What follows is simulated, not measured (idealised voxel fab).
You're looking at the process module voxel trench capacitor.
Xsec cut, 245 nm wide, square cell size 5 nm.
Each cross-section below is a grid of square cells, stated as bands in top-down order, with one or more rows of cells making up each band.
Band: top height; bottom height; in nm. Then, left to right: material with width in nm, for each material. "throughout": a single material spanning edge to edge. "air": empty space.
Heights are reckoned from 0. Under this level, the received wafer is all of one material. The bottommost band is open-ended downward, for example "0 -> down".
A width given as "30 to 40" starts at the first number in the band's top row and ends at the second number in its bottom row, shifting by an equal amount at every step from row to row.
The designation "nothing changed", where it is given for a processing step, indicates that no cell of the cross-section was altered in the course of that step.
"Closed void inventory" lists enclosed empty spaces (at least 8 cells, no open path upward to the top), each as width x height at distance from the left edge, in nm.
The remark found on a step's line after its settings is issued by the simulator itself and pertains to that step.
On any step carrying a mask, the "overlay nm" setting, if present on the step's line, tells how far right of its planned place the mask lay; negative values point to the left.

THIS SECTION LISTS THE PROCESS STEPS THAT WERE PLANNED
1,op RECEIVE | material Si
2,op CONFORMAL_DEP | material SiN | thk nm 10
3,op MASKED_ETCH | tone open | mask id TRENCH | width nm 20 | pitch nm 40 | etch materials SiN | depth nm 10 | overlay nm 0
4,op MASKED_ETCH | tone open | mask id TRENCH | width nm 20 | pitch nm 40 | etch materials Si | depth nm 30 | overlay nm 0
5,op CONFORMAL_DEP | material SiO2 | thk nm 5
6,op FILL_DEP | material polySi | thk nm 10
7,op CMP | height nm 10

THE FIRST OF THE TWO WAFERS, WHICH RAN AS PLANNED

THIS IS THE CROSS-SECTION OF THE WAFER AS WE RECEIVED IT, I.E. AFTER STEP 1
0 -> down | Si throughout
Closed void inventory: none

CROSS-SECTION OF THE WAFER SUBSEQUENT TO STEP 2
10 -> 0 | SiN throughout
Everything under 0 stays put, no change at all.

CROSS-SECTION OF THE WAFER SUBSEQUENT TO STEP 3
10 -> 0 | SiN: 90, air: 20, SiN: 20, air: 20, SiN: 95
Everything under 0 stays put, no change at all.

CROSS-SECTION OF THE WAFER SUBSEQUENT TO STEP 4
10 -> 0 | SiN: 90, air: 20, SiN: 20, air: 20, SiN: 95
0 -> -30 | Si: 90, air: 20, Si: 20, air: 20, Si: 95
Everything under -30 stays put, no change at all.

CROSS-SECTION OF THE WAFER SUBSEQUENT TO STEP 5
15 -> 10 | SiO2: 95, air: 10, SiO2: 30, air: 10, SiO2: 100
10 -> 0 | SiN: 90, SiO2: 5, air: 10, SiO2: 5, SiN: 20, SiO2: 5, air: 10, SiO2: 5, SiN: 95
0 -> -25 | Si: 90, SiO2: 5, air: 10, SiO2: 5, Si: 20, SiO2: 5, air: 10, SiO2: 5, Si: 95
-25 -> -30 | Si: 90, SiO2: 20, Si: 20, SiO2: 20, Si: 95
Everything under -30 stays put, no change at all.

CROSS-SECTION OF THE WAFER SUBSEQUENT TO STEP 6
25 -> 15 | polySi throughout
15 -> 10 | SiO2: 95, polySi: 10, SiO2: 30, polySi: 10, SiO2: 100
10 -> 0 | SiN: 90, SiO2: 5, polySi: 10, SiO2: 5, SiN: 20, SiO2: 5, polySi: 10, SiO2: 5, SiN: 95
0 -> -25 | Si: 90, SiO2: 5, polySi: 10, SiO2: 5, Si: 20, SiO2: 5, polySi: 10, SiO2: 5, Si: 95
Everything under -25 stays put, no change at all.

CROSS-SECTION OF THE WAFER SUBSEQUENT TO STEP 7
10 -> 0 | SiN: 90, SiO2: 5, polySi: 10, SiO2: 5, SiN: 20, SiO2: 5, polySi: 10, SiO2: 5, SiN: 95
Everything under 0 stays put, no change at all.

SECOND WAFER: LIKE START, LIKE PLAN, ONE MISTAKE. THROUGH STEP 3 IT MATCHES THE FIRST WAFER

CROSS-SECTION OF THE SECOND WAFER CORRESPONDING TO THE PLANNED CONCLUSION OF STEP 4
10 -> 0 | SiN: 90, air: 20, SiN: 20, air: 20, SiN: 95
0 -> -30 | Si: 90, air: 10, Si: 30, air: 10, Si: 105
Everything under -30 stays put, no change at all.

CROSS-SECTION OF THE SECOND WAFER CORRESPONDING TO THE PLANNED CONCLUSION OF STEP 5
15 -> 10 | SiO2: 95, air: 10, SiO2: 30, air: 10, SiO2: 100
10 -> 5 | SiN: 90, SiO2: 5, air: 10, SiO2: 5, SiN: 20, SiO2: 5, air: 10, SiO2: 5, SiN: 95
5 -> 0 | SiN: 90, SiO2: 20, SiN: 20, SiO2: 20, SiN: 95
0 -> -30 | Si: 90, SiO2: 10, Si: 30, SiO2: 10, Si: 105
Everything under -30 stays put, no change at all.

CROSS-SECTION OF THE SECOND WAFER CORRESPONDING TO THE PLANNED CONCLUSION OF STEP 6
25 -> 15 | polySi throughout
15 -> 10 | SiO2: 95, polySi: 10, SiO2: 30, polySi: 10, SiO2: 100
10 -> 5 | SiN: 90, SiO2: 5, polySi: 10, SiO2: 5, SiN: 20, SiO2: 5, polySi: 10, SiO2: 5, SiN: 95
Everything under 5 stays put, no change at all.

CROSS-SECTION OF THE SECOND WAFER CORRESPONDING TO THE PLANNED CONCLUSION OF STEP 7
10 -> 5 | SiN: 90, SiO2: 5, polySi: 10, SiO2: 5, SiN: 20, SiO2: 5, polySi: 10, SiO2: 5, SiN: 95
Everything under 5 stays put, no change at all.
Deviation noted in wafer processing: step 4 ran differently from the plan; actual operation with settings: op MASKED_ETCH | tone open | mask id TRENCH | width nm 20 | pitch nm 40 | etch materials Si | depth nm 30 | overlay nm -10
End of process, cell counts, second wafer against first, materials with more or fewer: 24 more of Si, 24 fewer of polySi
